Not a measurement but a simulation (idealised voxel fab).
Name of the process module below: voxel tone inversion
It is cross-section cut that appears here, measuring 215 nm in width, its square cells being 5 nm in size.
Cross-sections here: square-cell grids, written as top-down lists of bands, a band being one or more rows of cells.
What a band's entry tells you: where the top is and where the bottom is, as heights in nm, and after that what lies inside, material by material from left to right, each with its width in nm. Empty space is written as the word "blank", and a single material marked with the word "all across" occupies the band from edge to edge.
Basically, 0 is our baseline, since under it the wafer straight out of the box is all one material. The bottom band has no lower end and keeps on going down, so it looks like "top 0, no bottom".
A width such as "30..40" changes by the same amount from each row of cells to the next, from the band's top row to its bottom row.
For the purposes of this document, the phrase "no modifications" attached to a step denotes that no cell within the cross-section was modified by that step.
"Enclosed voids" enumerates empty spaces isolated from the top, with no open way to it, that contain at least 8 cells, giving each as width x height at distance from the left edge, all three in nm.
The remark found on a step's line after its settings is issued by the simulator itself and pertains to that step.
The setting "overlay nm" may be written on the line of a step. When the step uses a mask, the value reports how far to the right of the planned place the mask lay, and a negative value reports that it lay to the left.

The following list gives the planned process steps:
1,RECEIVE | material Si
2,CONFORMAL_DEP | material SiCN | thk nm 5
3,DIRECTIONAL_DEP | material polySi | thk nm 25
4,PATTERN | tone cover | mask id POSTS | material resist | width nm 20 | pitch nm 45 | thk nm 35 | overlay nm 0
5,DIRECTIONAL_ETCH | etch materials polySi | depth nm 25
6,STRIP | etch materials resist
7,FILL_DEP | material SiO2 | thk nm 10
8,CMP | height nm 30
9,STRIP | etch materials polySi

Of two wafers, the first: run according to plan:

The cross-section here shows the wafer as received, i.e. in its state after step 1:
top 0, no bottom = Si all across
Enclosed voids: none

Cross-section of the wafer after step 2:
top 5, bottom 0 = SiCN all across
Beneath the level 0, the cross-section is identical to its previous state.

Cross-section of the wafer after step 3:
top 30, bottom 5 = polySi all across
Beneath the level 5, the cross-section is identical to its previous state.

Cross-section of the wafer after step 4:
top 65, bottom 30 = blank: 75, then resist: 20, then blank: 25, then resist: 20, then blank: 75
Beneath the level 30, the cross-section is identical to its previous state.

Cross-section of the wafer after step 5:
top 65, bottom 30 = blank: 75, then resist: 20, then blank: 25, then resist: 20, then blank: 75
top 30, bottom 5 = blank: 75, then polySi: 20, then blank: 25, then polySi: 20, then blank: 75
Beneath the level 5, the cross-section is identical to its previous state.

Cross-section of the wafer after step 6:
top 30, bottom 5 = blank: 75, then polySi: 20, then blank: 25, then polySi: 20, then blank: 75
Beneath the level 5, the cross-section is identical to its previous state.

Cross-section of the wafer after step 7:
top 40, bottom 30 = SiO2 all across
top 30, bottom 5 = SiO2: 75, then polySi: 20, then SiO2: 25, then polySi: 20, then SiO2: 75
Beneath the level 5, the cross-section is identical to its previous state.

Cross-section of the wafer after step 8:
top 30, bottom 5 = SiO2: 75, then polySi: 20, then SiO2: 25, then polySi: 20, then SiO2: 75
Beneath the level 5, the cross-section is identical to its previous state.

Cross-section of the wafer after step 9:
top 30, bottom 5 = SiO2: 75, then blank: 20, then SiO2: 25, then blank: 20, then SiO2: 75
Beneath the level 5, the cross-section is identical to its previous state.

The Second Wafer: Common Origin and Plan, One Mistake in Execution, Identical to the First Through Step 3:

Second wafer, section view, time point: scheduled end of step 4:
top 65, bottom 30 = resist: 75, then blank: 20, then resist: 25, then blank: 20, then resist: 75
Beneath the level 30, the cross-section is identical to its previous state.

Second wafer, section view, time point: scheduled end of step 5:
top 65, bottom 30 = resist: 75, then blank: 20, then resist: 25, then blank: 20, then resist: 75
top 30, bottom 5 = polySi: 75, then blank: 20, then polySi: 25, then blank: 20, then polySi: 75
Beneath the level 5, the cross-section is identical to its previous state.

Second wafer, section view, time point: scheduled end of step 6:
top 30, bottom 5 = polySi: 75, then blank: 20, then polySi: 25, then blank: 20, then polySi: 75
Beneath the level 5, the cross-section is identical to its previous state.

Second wafer, section view, time point: scheduled end of step 7:
top 40, bottom 30 = SiO2 all across
top 30, bottom 5 = polySi: 75, then SiO2: 20, then polySi: 25, then SiO2: 20, then polySi: 75
Beneath the level 5, the cross-section is identical to its previous state.

Second wafer, section view, time point: scheduled end of step 8:
top 30, bottom 5 = polySi: 75, then SiO2: 20, then polySi: 25, then SiO2: 20, then polySi: 75
Beneath the level 5, the cross-section is identical to its previous state.

Second wafer, section view, time point: scheduled end of step 9:
top 30, bottom 5 = blank: 75, then SiO2: 20, then blank: 25, then SiO2: 20, then blank: 75
Beneath the level 5, the cross-section is identical to its previous state.
What was done differently from what was planned? off-plan run, step 4, actual operation and settings PATTERN | tone open | mask id POSTS | material resist | width nm 20 | pitch nm 45 | thk nm 35 | overlay nm 0
Per the end-of-run cell counts, the second wafer holds more or fewer of some materials than the first: SiO2: 135 fewer
